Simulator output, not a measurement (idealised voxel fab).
Process module name: voxel fin reveal
It is cross-section cut that appears here, measuring 255 nm in width, its square cells being 5 nm in size.
Heads up, the way a cross-section reads in here is a grid of square cells, handed over as bands from the top down, with every band being one or more rows of cells. What a band's entry tells you: where the top is and where the bottom is, as heights in nm, and after that what lies inside, material by material from left to right, each with its width in nm. Empty space is written as the word "empty", and a single material marked with the word "all across" occupies the band from edge to edge. Heights from 0 (as-received wafer is one material below). Bottom band endless downward, as "0 and below". Note: "30 to 40" means the width goes from the first number (top row of the band) to the second number (bottom row) in equal steps per row of cells. What does "no modification" mean for a step? It means no cell of the cross-section changed in that step. What "Enclosed cavities" gives you is every empty space of 8 cells or more that is cut off from the top. Each appears as width x height at distance, with the distance taken from the left edge and width, height and distance all in nm. Step line, after settings: the simulator's comment on this step. A step line may carry the setting "overlay nm", which, for steps involving a mask, states the distance by which the mask lay to the right of its intended position; negative values denote displacement to the left.

The following list gives the planned process steps:
1,RECEIVE (material Si)
2,CONFORMAL_DEP (material SiN; thk nm 5)
3,DIRECTIONAL_DEP (material aC; thk nm 10)
4,PATTERN (tone cover; mask id FINS; material resist; width nm 15; pitch nm 35; thk nm 25; overlay nm 0)
5,DIRECTIONAL_ETCH (etch materials aC; depth nm 10)
6,STRIP (etch materials resist)
7,DIRECTIONAL_ETCH (etch materials SiN; depth nm 5)
8,DIRECTIONAL_ETCH (etch materials Si; depth nm 30)
9,STRIP (etch materials aC)
10,FILL_DEP (material SiO2; thk nm 15)
11,CMP (height nm 5)
12,SELECTIVE_ETCH (etch materials SiO2; depth nm 15)
13,STRIP (etch materials SiN)
14,CONFORMAL_DEP (material HfO2; thk nm 5)

Of two wafers, the first: run according to plan:

Cross-section, incoming material, after step 1:
    0 and below: Si all across
    Enclosed cavities: none

Cross-section of the wafer after step 2:
    5 down to 0: SiN all across
    For the remainder of the cross-section, below 0, there is no change.

Cross-section of the wafer after step 3:
    15 down to 5: aC all across
    For the remainder of the cross-section, below 5, there is no change.

Cross-section of the wafer after step 4:
    40 down to 15: empty (85), then resist (15), then empty (20), then resist (15), then empty (20), then resist (15), then empty (85)
    For the remainder of the cross-section, below 15, there is no change.

Cross-section of the wafer after step 5:
    30 down to 15: empty (85), then resist (15), then empty (20), then resist (15), then empty (20), then resist (15), then empty (85)
    15 down to 5: empty (85), then aC (15), then empty (20), then aC (15), then empty (20), then aC (15), then empty (85)
    For the remainder of the cross-section, below 5, there is no change.

Cross-section of the wafer after step 6:
    15 down to 5: empty (85), then aC (15), then empty (20), then aC (15), then empty (20), then aC (15), then empty (85)
    For the remainder of the cross-section, below 5, there is no change.

Cross-section of the wafer after step 7:
    15 down to 5: empty (85), then aC (15), then empty (20), then aC (15), then empty (20), then aC (15), then empty (85)
    5 down to 0: empty (85), then SiN (15), then empty (20), then SiN (15), then empty (20), then SiN (15), then empty (85)
    For the remainder of the cross-section, below 0, there is no change.

Cross-section of the wafer after step 8:
    15 down to 5: empty (85), then aC (15), then empty (20), then aC (15), then empty (20), then aC (15), then empty (85)
    5 down to 0: empty (85), then SiN (15), then empty (20), then SiN (15), then empty (20), then SiN (15), then empty (85)
    0 down to -30: empty (85), then Si (15), then empty (20), then Si (15), then empty (20), then Si (15), then empty (85)
    For the remainder of the cross-section, below -30, there is no change.

Cross-section of the wafer after step 9:
    5 down to 0: empty (85), then SiN (15), then empty (20), then SiN (15), then empty (20), then SiN (15), then empty (85)
    For the remainder of the cross-section, below 0, there is no change.

Cross-section of the wafer after step 10:
    20 down to 5: SiO2 all across
    5 down to 0: SiO2 (85), then SiN (15), then SiO2 (20), then SiN (15), then SiO2 (20), then SiN (15), then SiO2 (85)
    0 down to -30: SiO2 (85), then Si (15), then SiO2 (20), then Si (15), then SiO2 (20), then Si (15), then SiO2 (85)
    For the remainder of the cross-section, below -30, there is no change.

Cross-section of the wafer after step 11:
    5 down to 0: SiO2 (85), then SiN (15), then SiO2 (20), then SiN (15), then SiO2 (20), then SiN (15), then SiO2 (85)
    For the remainder of the cross-section, below 0, there is no change.

Cross-section of the wafer after step 12:
    5 down to 0: empty (85), then SiN (15), then empty (20), then SiN (15), then empty (20), then SiN (15), then empty (85)
    0 down to -10: empty (85), then Si (15), then empty (20), then Si (15), then empty (20), then Si (15), then empty (85)
    For the remainder of the cross-section, below -10, there is no change.

Cross-section of the wafer after step 13:
    0 down to -10: empty (85), then Si (15), then empty (20), then Si (15), then empty (20), then Si (15), then empty (85)
    For the remainder of the cross-section, below -10, there is no change.

Cross-section of the wafer after step 14:
    5 down to 0: empty (80), then HfO2 (25), then empty (10), then HfO2 (25), then empty (10), then HfO2 (25), then empty (80)
    0 down to -5: empty (80), then HfO2 (5), then Si (15), then HfO2 (5), then empty (10), then HfO2 (5), then Si (15), then HfO2 (5), then empty (10), then HfO2 (5), then Si (15), then HfO2 (5), then empty (80)
    -5 down to -10: HfO2 (85), then Si (15), then HfO2 (20), then Si (15), then HfO2 (20), then Si (15), then HfO2 (85)
    For the remainder of the cross-section, below -10, there is no change.

Second wafer, same starting state and plan as the first, one mistake in the run, identical through step 3:

Cross-section of the second wafer corresponding to the planned conclusion of step 4:
    40 down to 15: empty (85), then resist (20), then empty (15), then resist (20), then empty (15), then resist (20), then empty (80)
    For the remainder of the cross-section, below 15, there is no change.

Cross-section of the second wafer corresponding to the planned conclusion of step 5:
    30 down to 15: empty (85), then resist (20), then empty (15), then resist (20), then empty (15), then resist (20), then empty (80)
    15 down to 5: empty (85), then aC (20), then empty (15), then aC (20), then empty (15), then aC (20), then empty (80)
    For the remainder of the cross-section, below 5, there is no change.

Cross-section of the second wafer corresponding to the planned conclusion of step 6:
    15 down to 5: empty (85), then aC (20), then empty (15), then aC (20), then empty (15), then aC (20), then empty (80)
    For the remainder of the cross-section, below 5, there is no change.

Cross-section of the second wafer corresponding to the planned conclusion of step 7:
    15 down to 5: empty (85), then aC (20), then empty (15), then aC (20), then empty (15), then aC (20), then empty (80)
    5 down to 0: empty (85), then SiN (20), then empty (15), then SiN (20), then empty (15), then SiN (20), then empty (80)
    For the remainder of the cross-section, below 0, there is no change.

Cross-section of the second wafer corresponding to the planned conclusion of step 8:
    15 down to 5: empty (85), then aC (20), then empty (15), then aC (20), then empty (15), then aC (20), then empty (80)
    5 down to 0: empty (85), then SiN (20), then empty (15), then SiN (20), then empty (15), then SiN (20), then empty (80)
    0 down to -30: empty (85), then Si (20), then empty (15), then Si (20), then empty (15), then Si (20), then empty (80)
    For the remainder of the cross-section, below -30, there is no change.

Cross-section of the second wafer corresponding to the planned conclusion of step 9:
    5 down to 0: empty (85), then SiN (20), then empty (15), then SiN (20), then empty (15), then SiN (20), then empty (80)
    For the remainder of the cross-section, below 0, there is no change.

Cross-section of the second wafer corresponding to the planned conclusion of step 10:
    20 down to 5: SiO2 all across
    5 down to 0: SiO2 (85), then SiN (20), then SiO2 (15), then SiN (20), then SiO2 (15), then SiN (20), then SiO2 (80)
    0 down to -30: SiO2 (85), then Si (20), then SiO2 (15), then Si (20), then SiO2 (15), then Si (20), then SiO2 (80)
    For the remainder of the cross-section, below -30, there is no change.

Cross-section of the second wafer corresponding to the planned conclusion of step 11:
    5 down to 0: SiO2 (85), then SiN (20), then SiO2 (15), then SiN (20), then SiO2 (15), then SiN (20), then SiO2 (80)
    For the remainder of the cross-section, below 0, there is no change.

Cross-section of the second wafer corresponding to the planned conclusion of step 12:
    5 down to 0: empty (85), then SiN (20), then empty (15), then SiN (20), then empty (15), then SiN (20), then empty (80)
    0 down to -10: empty (85), then Si (20), then empty (15), then Si (20), then empty (15), then Si (20), then empty (80)
    For the remainder of the cross-section, below -10, there is no change.

Cross-section of the second wafer corresponding to the planned conclusion of step 13:
    0 down to -10: empty (85), then Si (20), then empty (15), then Si (20), then empty (15), then Si (20), then empty (80)
    For the remainder of the cross-section, below -10, there is no change.

Cross-section of the second wafer corresponding to the planned conclusion of step 14:
    5 down to 0: empty (80), then HfO2 (30), then empty (5), then HfO2 (30), then empty (5), then HfO2 (30), then empty (75)
    0 down to -5: empty (80), then HfO2 (5), then Si (20), then HfO2 (5), then empty (5), then HfO2 (5), then Si (20), then HfO2 (5), then empty (5), then HfO2 (5), then Si (20), then HfO2 (5), then empty (75)
    -5 down to -10: HfO2 (85), then Si (20), then HfO2 (15), then Si (20), then HfO2 (15), then Si (20), then HfO2 (80)
    For the remainder of the cross-section, below -10, there is no change.
Here's what went sideways: the process deviated at step 4: the operation and settings actually run there were PATTERN (tone cover; mask id FINS; material resist; width nm 20; pitch nm 35; thk nm 25; overlay nm 0)
Wrapping up, a cell-based count of both wafers puts the second over or under the first for these materials: Si: 18 more; SiO2: 12 fewer
